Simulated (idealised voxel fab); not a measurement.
process module | voxel capacitor over wiring
cross-section cut | 155 nm wide | cells 5 nm
A cross-section is a grid of square cells, given in bands from the top down. A band is one or more rows of cells.
Each band's line starts with the height of the band's top and of its bottom, in nm. Then come its materials from left to right, each with its width in nm. One material with "throughout" fills the band from edge to edge. "air" is empty space.
Height 0 is the level under which the wafer as received is all one material. The lowest band goes on downwards, as in "0 down".
A width such as "30 to 40" changes by the same amount from each row of cells to the next, from the band's top row to its bottom row.
"no change" after a step means that no cell of the cross-section changed.
closed voids: empty space of 8 cells or more with no open way to the top, each as width x height at its distance from the left edge, in nm
after a step's settings: what the simulator itself notes on the step
overlay nm, on a step with a mask: how far to the right of its planned place the mask lay; to the left if negative
plan
1 op RECEIVE | material Si
2 op CONFORMAL_DEP | material SiO2 | thk nm 10
3 op CONFORMAL_DEP | material SiCN | thk nm 5
4 op DIRECTIONAL_DEP | material SiO2 | thk nm 15
5 op DIRECTIONAL_DEP | material aC | thk nm 15
6 op PATTERN | tone open | mask id METAL_1 | material resist | width nm 20 | pitch nm 80 | thk nm 35 | overlay nm 0
7 op DIRECTIONAL_ETCH | etch materials aC | depth nm 15
8 op STRIP | etch materials resist
9 op DIRECTIONAL_ETCH | etch materials SiO2 | depth nm 15
10 op DIRECTIONAL_ETCH | etch materials SiCN | depth nm 5
11 op STRIP | etch materials aC
12 op CONFORMAL_DEP | material TiN | thk nm 5
13 op FILL_DEP | material Ru | thk nm 5
14 op CMP | height nm 30
15 op EPI | material Ru | thk nm 5
16 op FILL_DEP | material SiCN | thk nm 5
17 op DIRECTIONAL_DEP | material lowk | thk nm 10
18 op MASKED_ETCH | tone open | mask id PLUG_1 | width nm 15 | etch materials lowk | depth nm 10 | overlay nm 0
19 op MASKED_ETCH | tone open | mask id PLUG_1 | width nm 15 | etch materials SiCN | depth nm 5 | overlay nm 0
20 op CONFORMAL_DEP | material TiN | thk nm 5
21 op FILL_DEP | material W | thk nm 5
22 op CMP | height nm 50
23 op DIRECTIONAL_DEP | material TiN | thk nm 5
24 op DIRECTIONAL_DEP | material HfO2 | thk nm 5
25 op DIRECTIONAL_DEP | material TiN | thk nm 10
26 op DIRECTIONAL_DEP | material aC | thk nm 15
27 op PATTERN | tone cover | mask id UPPER_PLATE | material resist | width nm 65 | thk nm 30 | overlay nm 0
28 op DIRECTIONAL_ETCH | etch materials aC | depth nm 15
29 op STRIP | etch materials resist
30 op DIRECTIONAL_ETCH | etch materials TiN | depth nm 10
31 op DIRECTIONAL_ETCH | etch materials HfO2 | depth nm 5
32 op STRIP | etch materials aC
33 op MASKED_ETCH | tone cover | mask id LOWER_PLATE | width nm 75 | etch materials TiN | depth nm 5 | overlay nm 0
34 op FILL_DEP | material SiO2 | thk nm 20
35 op CMP | height nm 85
36 op DIRECTIONAL_DEP | material aC | thk nm 15
37 op PATTERN | tone open | mask id PLUG_2 | material resist | width nm 15 | thk nm 30 | overlay nm 0
38 op DIRECTIONAL_ETCH | etch materials aC | depth nm 15
39 op STRIP | etch materials resist
40 op DIRECTIONAL_ETCH | etch materials SiO2 | depth nm 15
41 op STRIP | etch materials aC
42 op CONFORMAL_DEP | material TiN | thk nm 5
43 op FILL_DEP | material Cu | thk nm 10
44 op CMP | height nm 85
45 op CONFORMAL_DEP | material SiN | thk nm 5
first wafer, as planned
as received, after step 1
  0 down: Si throughout
  closed voids: none
after step 2
  10 to 0: SiO2 throughout
  below 0: unchanged
after step 3
  15 to 10: SiCN throughout
  below 10: unchanged
after step 4
  30 to 15: SiO2 throughout
  below 15: unchanged
after step 5
  45 to 30: aC throughout
  below 30: unchanged
after step 6
  80 to 45: resist 25 | air 20 | resist 60 | air 20 | resist 30
  below 45: unchanged
after step 7
  65 to 45: resist 25 | air 20 | resist 60 | air 20 | resist 30
  45 to 30: aC 25 | air 20 | aC 60 | air 20 | aC 30
  below 30: unchanged
after step 8
  45 to 30: aC 25 | air 20 | aC 60 | air 20 | aC 30
  below 30: unchanged
after step 9
  45 to 30: aC 25 | air 20 | aC 60 | air 20 | aC 30
  30 to 15: SiO2 25 | air 20 | SiO2 60 | air 20 | SiO2 30
  below 15: unchanged
after step 10
  45 to 30: aC 25 | air 20 | aC 60 | air 20 | aC 30
  30 to 15: SiO2 25 | air 20 | SiO2 60 | air 20 | SiO2 30
  15 to 10: SiCN 25 | air 20 | SiCN 60 | air 20 | SiCN 30
  below 10: unchanged
after step 11
  30 to 15: SiO2 25 | air 20 | SiO2 60 | air 20 | SiO2 30
  below 15: unchanged
after step 12
  35 to 30: TiN 30 | air 10 | TiN 70 | air 10 | TiN 35
  30 to 15: SiO2 25 | TiN 5 | air 10 | TiN 5 | SiO2 60 | TiN 5 | air 10 | TiN 5 | SiO2 30
  15 to 10: SiCN 25 | TiN 20 | SiCN 60 | TiN 20 | SiCN 30
  below 10: unchanged
after step 13
  40 to 35: Ru throughout
  35 to 30: TiN 30 | Ru 10 | TiN 70 | Ru 10 | TiN 35
  30 to 15: SiO2 25 | TiN 5 | Ru 10 | TiN 5 | SiO2 60 | TiN 5 | Ru 10 | TiN 5 | SiO2 30
  below 15: unchanged
after step 14
  30 to 15: SiO2 25 | TiN 5 | Ru 10 | TiN 5 | SiO2 60 | TiN 5 | Ru 10 | TiN 5 | SiO2 30
  below 15: unchanged
after step 15
  35 to 30: air 20 | Ru 30 | air 50 | Ru 30 | air 25
  below 30: unchanged
after step 16
  40 to 35: SiCN throughout
  35 to 30: SiCN 20 | Ru 30 | SiCN 50 | Ru 30 | SiCN 25
  below 30: unchanged
after step 17
  50 to 40: lowk throughout
  below 40: unchanged
after step 18
  50 to 40: lowk 30 | air 15 | lowk 110
  below 40: unchanged
after step 19
  50 to 40: lowk 30 | air 15 | lowk 110
  40 to 35: SiCN 30 | air 15 | SiCN 110
  below 35: unchanged
after step 20
  55 to 50: TiN 35 | air 5 | TiN 115
  50 to 40: lowk 30 | TiN 5 | air 5 | TiN 5 | lowk 110
  40 to 35: SiCN 30 | TiN 15 | SiCN 110
  below 35: unchanged
after step 21
  60 to 55: W throughout
  55 to 50: TiN 35 | W 5 | TiN 115
  50 to 40: lowk 30 | TiN 5 | W 5 | TiN 5 | lowk 110
  below 40: unchanged
after step 22
  50 to 40: lowk 30 | TiN 5 | W 5 | TiN 5 | lowk 110
  below 40: unchanged
after step 23
  55 to 50: TiN throughout
  below 50: unchanged
after step 24
  60 to 55: HfO2 throughout
  below 55: unchanged
after step 25
  70 to 60: TiN throughout
  below 60: unchanged
after step 26
  85 to 70: aC throughout
  below 70: unchanged
after step 27
  115 to 85: air 30 | resist 65 | air 60
  below 85: unchanged
after step 28
  100 to 85: air 30 | resist 65 | air 60
  85 to 70: air 30 | aC 65 | air 60
  below 70: unchanged
after step 29
  85 to 70: air 30 | aC 65 | air 60
  below 70: unchanged
after step 30
  85 to 70: air 30 | aC 65 | air 60
  70 to 60: air 30 | TiN 65 | air 60
  below 60: unchanged
after step 31
  85 to 70: air 30 | aC 65 | air 60
  70 to 60: air 30 | TiN 65 | air 60
  60 to 55: air 30 | HfO2 65 | air 60
  below 55: unchanged
after step 32
  70 to 60: air 30 | TiN 65 | air 60
  below 60: unchanged
after step 33
  70 to 60: air 30 | TiN 65 | air 60
  60 to 55: air 30 | HfO2 65 | air 60
  55 to 50: air 25 | TiN 75 | air 55
  below 50: unchanged
after step 34
  90 to 70: SiO2 throughout
  70 to 60: SiO2 30 | TiN 65 | SiO2 60
  60 to 55: SiO2 30 | HfO2 65 | SiO2 60
  55 to 50: SiO2 25 | TiN 75 | SiO2 55
  below 50: unchanged
after step 35
  85 to 70: SiO2 throughout
  below 70: unchanged
after step 36
  100 to 85: aC throughout
  below 85: unchanged
after step 37
  130 to 100: resist 40 | air 15 | resist 100
  below 100: unchanged
after step 38
  115 to 100: resist 40 | air 15 | resist 100
  100 to 85: aC 40 | air 15 | aC 100
  below 85: unchanged
after step 39
  100 to 85: aC 40 | air 15 | aC 100
  below 85: unchanged
after step 40
  100 to 85: aC 40 | air 15 | aC 100
  85 to 70: SiO2 40 | air 15 | SiO2 100
  below 70: unchanged
after step 41
  85 to 70: SiO2 40 | air 15 | SiO2 100
  below 70: unchanged
after step 42
  90 to 85: TiN 45 | air 5 | TiN 105
  85 to 75: SiO2 40 | TiN 5 | air 5 | TiN 5 | SiO2 100
  75 to 70: SiO2 40 | TiN 15 | SiO2 100
  below 70: unchanged
after step 43
  100 to 90: Cu throughout
  90 to 85: TiN 45 | Cu 5 | TiN 105
  85 to 75: SiO2 40 | TiN 5 | Cu 5 | TiN 5 | SiO2 100
  below 75: unchanged
after step 44
  85 to 75: SiO2 40 | TiN 5 | Cu 5 | TiN 5 | SiO2 100
  below 75: unchanged
after step 45
  90 to 85: SiN throughout
  below 85: unchanged
second wafer: like start, like plan, one mistake. Through step 17 it matches the first wafer
when step 18 should have ended
  50 to 40: lowk 30 | air 20 | lowk 105
  below 40: unchanged
when step 19 should have ended
  50 to 40: lowk 30 | air 20 | lowk 105
  40 to 35: SiCN 30 | air 15 | SiCN 110
  below 35: unchanged
when step 20 should have ended
  55 to 50: TiN 35 | air 10 | TiN 110
  50 to 40: lowk 30 | TiN 5 | air 10 to 5 | TiN 5 to 10 | lowk 105
  40 to 35: SiCN 30 | TiN 15 | SiCN 110
  below 35: unchanged
when step 21 should have ended
  60 to 55: W throughout
  55 to 50: TiN 35 | W 10 | TiN 110
  50 to 40: lowk 30 | TiN 5 | W 10 to 5 | TiN 5 to 10 | lowk 105
  below 40: unchanged
when step 22 should have ended
  50 to 40: lowk 30 | TiN 5 | W 10 to 5 | TiN 5 to 10 | lowk 105
  below 40: unchanged
when step 23 should have ended
  55 to 50: TiN throughout
  below 50: unchanged
when step 24 should have ended
  60 to 55: HfO2 throughout
  below 55: unchanged
when step 25 should have ended
  70 to 60: TiN throughout
  below 60: unchanged
when step 26 should have ended
  85 to 70: aC throughout
  below 70: unchanged
when step 27 should have ended
  115 to 85: air 30 | resist 65 | air 60
  below 85: unchanged
when step 28 should have ended
  100 to 85: air 30 | resist 65 | air 60
  85 to 70: air 30 | aC 65 | air 60
  below 70: unchanged
when step 29 should have ended
  85 to 70: air 30 | aC 65 | air 60
  below 70: unchanged
when step 30 should have ended
  85 to 70: air 30 | aC 65 | air 60
  70 to 60: air 30 | TiN 65 | air 60
  below 60: unchanged
when step 31 should have ended
  85 to 70: air 30 | aC 65 | air 60
  70 to 60: air 30 | TiN 65 | air 60
  60 to 55: air 30 | HfO2 65 | air 60
  below 55: unchanged
when step 32 should have ended
  70 to 60: air 30 | TiN 65 | air 60
  below 60: unchanged
when step 33 should have ended
  70 to 60: air 30 | TiN 65 | air 60
  60 to 55: air 30 | HfO2 65 | air 60
  55 to 50: air 25 | TiN 75 | air 55
  below 50: unchanged
when step 34 should have ended
  90 to 70: SiO2 throughout
  70 to 60: SiO2 30 | TiN 65 | SiO2 60
  60 to 55: SiO2 30 | HfO2 65 | SiO2 60
  55 to 50: SiO2 25 | TiN 75 | SiO2 55
  below 50: unchanged
when step 35 should have ended
  85 to 70: SiO2 throughout
  below 70: unchanged
when step 36 should have ended
  100 to 85: aC throughout
  below 85: unchanged
when step 37 should have ended
  130 to 100: resist 40 | air 15 | resist 100
  below 100: unchanged
when step 38 should have ended
  115 to 100: resist 40 | air 15 | resist 100
  100 to 85: aC 40 | air 15 | aC 100
  below 85: unchanged
when step 39 should have ended
  100 to 85: aC 40 | air 15 | aC 100
  below 85: unchanged
when step 40 should have ended
  100 to 85: aC 40 | air 15 | aC 100
  85 to 70: SiO2 40 | air 15 | SiO2 100
  below 70: unchanged
when step 41 should have ended
  85 to 70: SiO2 40 | air 15 | SiO2 100
  below 70: unchanged
when step 42 should have ended
  90 to 85: TiN 45 | air 5 | TiN 105
  85 to 75: SiO2 40 | TiN 5 | air 5 | TiN 5 | SiO2 100
  75 to 70: SiO2 40 | TiN 15 | SiO2 100
  below 70: unchanged
when step 43 should have ended
  100 to 90: Cu throughout
  90 to 85: TiN 45 | Cu 5 | TiN 105
  85 to 75: SiO2 40 | TiN 5 | Cu 5 | TiN 5 | SiO2 100
  below 75: unchanged
when step 44 should have ended
  85 to 75: SiO2 40 | TiN 5 | Cu 5 | TiN 5 | SiO2 100
  below 75: unchanged
when step 45 should have ended
  90 to 85: SiN throughout
  below 85: unchanged
what went wrong: step 18 ran as: op MASKED_ETCH | tone open | mask id PLUG_1 | width nm 20 | etch materials lowk | depth nm 10 | overlay nm 0
at the end the second wafer has, in cells: 1 more of TiN | 1 more of W | 2 fewer of lowk
